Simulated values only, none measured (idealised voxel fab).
This is a process module. Its name is voxel gate over fins.
Cross-section cut: width 250 nm, square cells of 5 nm.
A cross-section is written here as square cells arranged in a grid, and it is given in bands from the top down, each band taking up one or more rows of cells.
Quick guide to a band line: top height, bottom height (nm) up front; then every material left to right with its width in nm. Only one material and it's marked "edge to edge"? Then it fills the band edge to edge. And "blank" just means empty space.
Beneath 0, the wafer as received is one material, and that level is where height counting begins. The lowest band goes on downward without a bottom; it is written like "0 and below".
When a width is written as two numbers, as in "30 to 40", the first number is the width in the top row of cells of the band and the second is the width in its bottom row, and the width changes by the same amount from each row to the next.
It should be understood that the words "nothing changed", when stated for a given step, signify that the cross-section underwent no change in any of its cells during that step.
Empty spaces counting at least 8 cells and having no open way to the top are listed in "Enclosed void catalog". The notation width x height at distance is used for each, the distance being from the left edge and all three values in nm.
On a step's line, text after the settings is the simulator commenting on that step.
"overlay nm" on a masked step: distance the mask lay right of its planned place, negative for left.

Here's what the planned process steps look like
step 1: RECEIVE (material Si)
step 2: CONFORMAL_DEP (material SiN; thk nm 10)
step 3: DIRECTIONAL_DEP (material aC; thk nm 15)
step 4: PATTERN (tone cover; mask id FINS; material resist; width nm 15; pitch nm 35; thk nm 30; overlay nm 0)
step 5: DIRECTIONAL_ETCH (etch materials aC; depth nm 15)
step 6: STRIP (etch materials resist)
step 7: DIRECTIONAL_ETCH (etch materials SiN; depth nm 10)
step 8: DIRECTIONAL_ETCH (etch materials Si; depth nm 40)
step 9: STRIP (etch materials aC)
step 10: FILL_DEP (material SiO2; thk nm 15)
step 11: CMP (height nm 10)
step 12: SELECTIVE_ETCH (etch materials SiO2; depth nm 25)
step 13: STRIP (etch materials SiN)
step 14: CONFORMAL_DEP (material HfO2; thk nm 5)
step 15: CONFORMAL_DEP (material TiN; thk nm 5)
step 16: CONFORMAL_DEP (material TiAl; thk nm 5)
step 17: CONFORMAL_DEP (material TiN; thk nm 5)
step 18: FILL_DEP (material W; thk nm 15)
step 19: CMP (height nm 30)
step 20: CONFORMAL_DEP (material SiN; thk nm 5)

Below: the first of two wafers, run as planned

Cross-section of the wafer upon arrival, representing the state reached after step 1
    0 and below | Si edge to edge
    Enclosed void catalog: none

After step 2: wafer cross-section
    10 down to 0 | SiN edge to edge
    Lower than 0, everything is as it was.

After step 3: wafer cross-section
    25 down to 10 | aC edge to edge
    Lower than 10, everything is as it was.

After step 4: wafer cross-section
    55 down to 25 | blank 100 nm; resist 15 nm; blank 20 nm; resist 15 nm; blank 100 nm
    Lower than 25, everything is as it was.

After step 5: wafer cross-section
    40 down to 25 | blank 100 nm; resist 15 nm; blank 20 nm; resist 15 nm; blank 100 nm
    25 down to 10 | blank 100 nm; aC 15 nm; blank 20 nm; aC 15 nm; blank 100 nm
    Lower than 10, everything is as it was.

After step 6: wafer cross-section
    25 down to 10 | blank 100 nm; aC 15 nm; blank 20 nm; aC 15 nm; blank 100 nm
    Lower than 10, everything is as it was.

After step 7: wafer cross-section
    25 down to 10 | blank 100 nm; aC 15 nm; blank 20 nm; aC 15 nm; blank 100 nm
    10 down to 0 | blank 100 nm; SiN 15 nm; blank 20 nm; SiN 15 nm; blank 100 nm
    Lower than 0, everything is as it was.

After step 8: wafer cross-section
    25 down to 10 | blank 100 nm; aC 15 nm; blank 20 nm; aC 15 nm; blank 100 nm
    10 down to 0 | blank 100 nm; SiN 15 nm; blank 20 nm; SiN 15 nm; blank 100 nm
    0 down to -40 | blank 100 nm; Si 15 nm; blank 20 nm; Si 15 nm; blank 100 nm
    Lower than -40, everything is as it was.

After step 9: wafer cross-section
    10 down to 0 | blank 100 nm; SiN 15 nm; blank 20 nm; SiN 15 nm; blank 100 nm
    Lower than 0, everything is as it was.

After step 10: wafer cross-section
    25 down to 10 | SiO2 edge to edge
    10 down to 0 | SiO2 100 nm; SiN 15 nm; SiO2 20 nm; SiN 15 nm; SiO2 100 nm
    0 down to -40 | SiO2 100 nm; Si 15 nm; SiO2 20 nm; Si 15 nm; SiO2 100 nm
    Lower than -40, everything is as it was.

After step 11: wafer cross-section
    10 down to 0 | SiO2 100 nm; SiN 15 nm; SiO2 20 nm; SiN 15 nm; SiO2 100 nm
    Lower than 0, everything is as it was.

After step 12: wafer cross-section
    10 down to 0 | blank 100 nm; SiN 15 nm; blank 20 nm; SiN 15 nm; blank 100 nm
    0 down to -15 | blank 100 nm; Si 15 nm; blank 20 nm; Si 15 nm; blank 100 nm
    Lower than -15, everything is as it was.

After step 13: wafer cross-section
    0 down to -15 | blank 100 nm; Si 15 nm; blank 20 nm; Si 15 nm; blank 100 nm
    Lower than -15, everything is as it was.

After step 14: wafer cross-section
    5 down to 0 | blank 95 nm; HfO2 25 nm; blank 10 nm; HfO2 25 nm; blank 95 nm
    0 down to -10 | blank 95 nm; HfO2 5 nm; Si 15 nm; HfO2 5 nm; blank 10 nm; HfO2 5 nm; Si 15 nm; HfO2 5 nm; blank 95 nm
    -10 down to -15 | HfO2 100 nm; Si 15 nm; HfO2 20 nm; Si 15 nm; HfO2 100 nm
    Lower than -15, everything is as it was.

After step 15: wafer cross-section
    10 down to 5 | blank 90 nm; TiN 70 nm; blank 90 nm
    5 down to 0 | blank 90 nm; TiN 5 nm; HfO2 25 nm; TiN 10 nm; HfO2 25 nm; TiN 5 nm; blank 90 nm
    0 down to -5 | blank 90 nm; TiN 5 nm; HfO2 5 nm; Si 15 nm; HfO2 5 nm; TiN 10 nm; HfO2 5 nm; Si 15 nm; HfO2 5 nm; TiN 5 nm; blank 90 nm
    -5 down to -10 | TiN 95 nm; HfO2 5 nm; Si 15 nm; HfO2 5 nm; TiN 10 nm; HfO2 5 nm; Si 15 nm; HfO2 5 nm; TiN 95 nm
    Lower than -10, everything is as it was.

After step 16: wafer cross-section
    15 down to 10 | blank 85 nm; TiAl 80 nm; blank 85 nm
    10 down to 5 | blank 85 nm; TiAl 5 nm; TiN 70 nm; TiAl 5 nm; blank 85 nm
    5 down to 0 | blank 85 nm; TiAl 5 nm; TiN 5 nm; HfO2 25 nm; TiN 10 nm; HfO2 25 nm; TiN 5 nm; TiAl 5 nm; blank 85 nm
    0 down to -5 | TiAl 90 nm; TiN 5 nm; HfO2 5 nm; Si 15 nm; HfO2 5 nm; TiN 10 nm; HfO2 5 nm; Si 15 nm; HfO2 5 nm; TiN 5 nm; TiAl 90 nm
    Lower than -5, everything is as it was.

After step 17: wafer cross-section
    20 down to 15 | blank 80 nm; TiN 90 nm; blank 80 nm
    15 down to 10 | blank 80 nm; TiN 5 nm; TiAl 80 nm; TiN 5 nm; blank 80 nm
    10 down to 5 | blank 80 nm; TiN 5 nm; TiAl 5 nm; TiN 70 nm; TiAl 5 nm; TiN 5 nm; blank 80 nm
    5 down to 0 | TiN 85 nm; TiAl 5 nm; TiN 5 nm; HfO2 25 nm; TiN 10 nm; HfO2 25 nm; TiN 5 nm; TiAl 5 nm; TiN 85 nm
    Lower than 0, everything is as it was.

After step 18: wafer cross-section
    35 down to 20 | W edge to edge
    20 down to 15 | W 80 nm; TiN 90 nm; W 80 nm
    15 down to 10 | W 80 nm; TiN 5 nm; TiAl 80 nm; TiN 5 nm; W 80 nm
    10 down to 5 | W 80 nm; TiN 5 nm; TiAl 5 nm; TiN 70 nm; TiAl 5 nm; TiN 5 nm; W 80 nm
    Lower than 5, everything is as it was.

After step 19: wafer cross-section
    30 down to 20 | W edge to edge
    Lower than 20, everything is as it was.

After step 20: wafer cross-section
    35 down to 30 | SiN edge to edge
    Lower than 30, everything is as it was.

The Second Wafer: Common Origin and Plan, One Mistake in Execution, Identical to the First Through Step 19

Look at the second wafer in cross-section at the time step 20 ought to have finished
    45 down to 30 | SiN edge to edge
    Lower than 30, everything is as it was.
Finding, execution versus plan: step 20 went in with a setting other than planned; the actual run was CONFORMAL_DEP (material SiN; thk nm 15)
Heads up, by the end the second wafer has more or fewer cells of some materials compared to the first: SiN +100
